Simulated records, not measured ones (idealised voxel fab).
Name of the process module below: voxel self aligned contacts
We display cut, a cross-section 290 nm in width whose square cells are each 5 nm.
Cross-section = grid of square cells, listed top down in bands; band = one or more rows.
In this notation a band is specified by the heights of its top and bottom, in that order and in nm, after which its materials appear from left to right, each paired with its width in nm. The word "everywhere" attached to a single material means that material fills the band from edge to edge; the word "air" stands for empty space.
Ref level 0: as-received wafer is one material below here. Bottom band extends down with no lower bound ("from 0 down").
The width entry "30..40" should be interpreted row by row: the top row of cells in the band takes the first number, the bottom row takes the second number, and the change between adjacent rows is uniform throughout.
For the purposes of this document, the phrase "no modifications" attached to a step denotes that no cell within the cross-section was modified by that step.
Empty spaces without an open route to the top, at least 8 cells in extent, make up the entry "Enclosed void listing"; each is given as width x height at distance, where the distance is measured from the left edge, and all are in nm.
after a step's settings: what the simulator itself notes on the step
Regarding "overlay nm": on a step with a mask, it is the distance the mask lay to the right of its planned place; a negative value places it to the left.

# These are the steps we planned for the process
step 1: RECEIVE [material Si]
step 2: OXIDIZE [depth nm 5]
step 3: DIRECTIONAL_DEP [material polySi] [thk nm 20]
step 4: DIRECTIONAL_DEP [material SiN] [thk nm 20]
step 5: DIRECTIONAL_DEP [material aC] [thk nm 15]
step 6: PATTERN [tone cover] [mask id GATE] [material resist] [width nm 30] [pitch nm 70] [thk nm 30] [overlay nm 0]
step 7: DIRECTIONAL_ETCH [etch materials aC] [depth nm 15]
step 8: STRIP [etch materials resist]
step 9: DIRECTIONAL_ETCH [etch materials SiN] [depth nm 20]
step 10: DIRECTIONAL_ETCH [etch materials polySi] [depth nm 20]
step 11: STRIP [etch materials aC]
step 12: CONFORMAL_DEP [material SiN] [thk nm 10]
step 13: DIRECTIONAL_ETCH [etch materials SiN] [depth nm 10]
step 14: FILL_DEP [material SiO2] [thk nm 20]
step 15: CMP [height nm 50]
step 16: DIRECTIONAL_DEP [material aC] [thk nm 15]
step 17: PATTERN [tone open] [mask id CONTACT] [material resist] [width nm 50] [thk nm 30] [overlay nm 0]
step 18: DIRECTIONAL_ETCH [etch materials aC] [depth nm 15]
step 19: STRIP [etch materials resist]
step 20: DIRECTIONAL_ETCH [etch materials SiO2] [depth nm 55]
step 21: STRIP [etch materials aC]
step 22: CONFORMAL_DEP [material TiN] [thk nm 5]
step 23: FILL_DEP [material Ru] [thk nm 10]
step 24: CMP [height nm 50]
step 25: CONFORMAL_DEP [material SiN] [thk nm 5]

# This is the cross-section of the wafer as we received it, i.e. after step 1
* from 0 down = Si everywhere
* Enclosed void listing: none

# Here's the cross-section of the first of our two wafers at the end of the module - it ran as planned
* from 55 to 50 = SiN everywhere
* from 50 to 40 = SiO2 120 / TiN 5..20 / Ru 40..10 / TiN 5..20 / SiO2 120
* from 40 to 20 = SiO2 85 / SiN 50 / TiN 5 / Ru 10 / TiN 5 / SiN 50 / SiO2 85
* from 20 to 0 = SiO2 85 / SiN 10 / polySi 30 / SiN 10 / TiN 5 / Ru 10 / TiN 5 / SiN 10 / polySi 30 / SiN 10 / SiO2 85
* from 0 to -5 = SiO2 135 / TiN 20 / SiO2 135
* from -5 down = Si everywhere
* Enclosed void listing: none

# Wafer two, sectioned after the module: the first wafer's start, the first wafer's plan, and one mistake in how it was run
* from 55 to 50 = SiN everywhere
* from 50 to 45 = SiO2 120 / TiN 5 / Ru 40 / TiN 5 / SiO2 120
* from 45 to 40 = SiO2 120 / TiN 50 / SiO2 120
* from 40 to 20 = SiN 105 / SiO2 10 / SiN 60 / SiO2 10 / SiN 105
* from 20 to 0 = polySi 95 / SiN 10 / SiO2 10 / SiN 10 / polySi 40 / SiN 10 / SiO2 10 / SiN 10 / polySi 95
* from 0 to -5 = SiO2 everywhere
* from -5 down = Si everywhere
* Enclosed void listing: none
What went wrong in running the wafer? contrary to plan, step 6 was performed as PATTERN [tone open] [mask id GATE] [material resist] [width nm 30] [pitch nm 70] [thk nm 30] [overlay nm 0]
at the end the second wafer has, in cells: -18 Ru; +136 SiN; -236 SiO2; -18 TiN; +136 polySi
